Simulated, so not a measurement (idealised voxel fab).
process module | voxel air gaps
cross-section cut | 265 nm wide | cells 5 nm
A cross-section is a grid of square cells, given in bands from the top down. A band is one or more rows of cells.
Each band's line starts with the height of the band's top and of its bottom, in nm. Then come its materials from left to right, each with its width in nm. One material with "throughout" fills the band from edge to edge. "air" is empty space.
Height 0 is the level under which the wafer as received is all one material. The lowest band goes on downwards, as in "0 down".
A width such as "30 to 40" changes by the same amount from each row of cells to the next, from the band's top row to its bottom row.
"no change" after a step means that no cell of the cross-section changed.
closed voids: empty space of 8 cells or more with no open way to the top, each as width x height at its distance from the left edge, in nm
after a step's settings: what the simulator itself notes on the step
overlay nm, on a step with a mask: how far to the right of its planned place the mask lay; to the left if negative
plan
1 op RECEIVE | material Si
2 op CONFORMAL_DEP | material SiO2 | thk nm 10
3 op CONFORMAL_DEP | material SiCN | thk nm 5
4 op DIRECTIONAL_DEP | material lowk | thk nm 40
5 op PATTERN | tone open | mask id LINES | material resist | width nm 20 | pitch nm 45 | thk nm 15 | overlay nm 0
6 op DIRECTIONAL_ETCH | etch materials lowk | depth nm 40
7 op STRIP | etch materials resist
8 op CONFORMAL_DEP | material TiN | thk nm 5
9 op FILL_DEP | material W | thk nm 5
10 op CMP | height nm 55
11 op EPI | material Ru | thk nm 10
12 op SELECTIVE_ETCH | etch materials lowk | depth nm 50
13 op CONFORMAL_DEP | material SiCN | thk nm 5
as received, after step 1
  0 down: Si throughout
  closed voids: none
a wafer at the end: this start, this plan, one mistake
  70 to 65: air 40 | W 185 | air 40
  65 to 55: air 40 | W 5 | Ru 40 | W 5 | Ru 40 | W 5 | Ru 40 | W 5 | Ru 40 | W 5 | air 40
  55 to 50: air 40 | W 15 | TiN 5 | W 10 | TiN 5 | W 25 | TiN 5 | W 10 | TiN 5 | W 25 | TiN 5 | W 10 | TiN 5 | W 25 | TiN 5 | W 10 | TiN 5 | W 15 | air 40
  50 to 20: air 50 | W 5 | TiN 5 | W 10 | TiN 5 | W 5 | air 15 | W 5 | TiN 5 | W 10 | TiN 5 | W 5 | air 15 | W 5 | TiN 5 | W 10 | TiN 5 | W 5 | air 15 | W 5 | TiN 5 | W 10 | TiN 5 | W 5 | air 50
  20 to 15: W 55 | TiN 20 | W 25 | TiN 20 | W 25 | TiN 20 | W 25 | TiN 20 | W 55
  15 to 10: SiCN throughout
  10 to 0: SiO2 throughout
  0 down: Si throughout
  closed voids: 15 x 30 at 80; 15 x 30 at 125; 15 x 30 at 170
what went wrong: step 13 ran as: op CONFORMAL_DEP | material W | thk nm 5
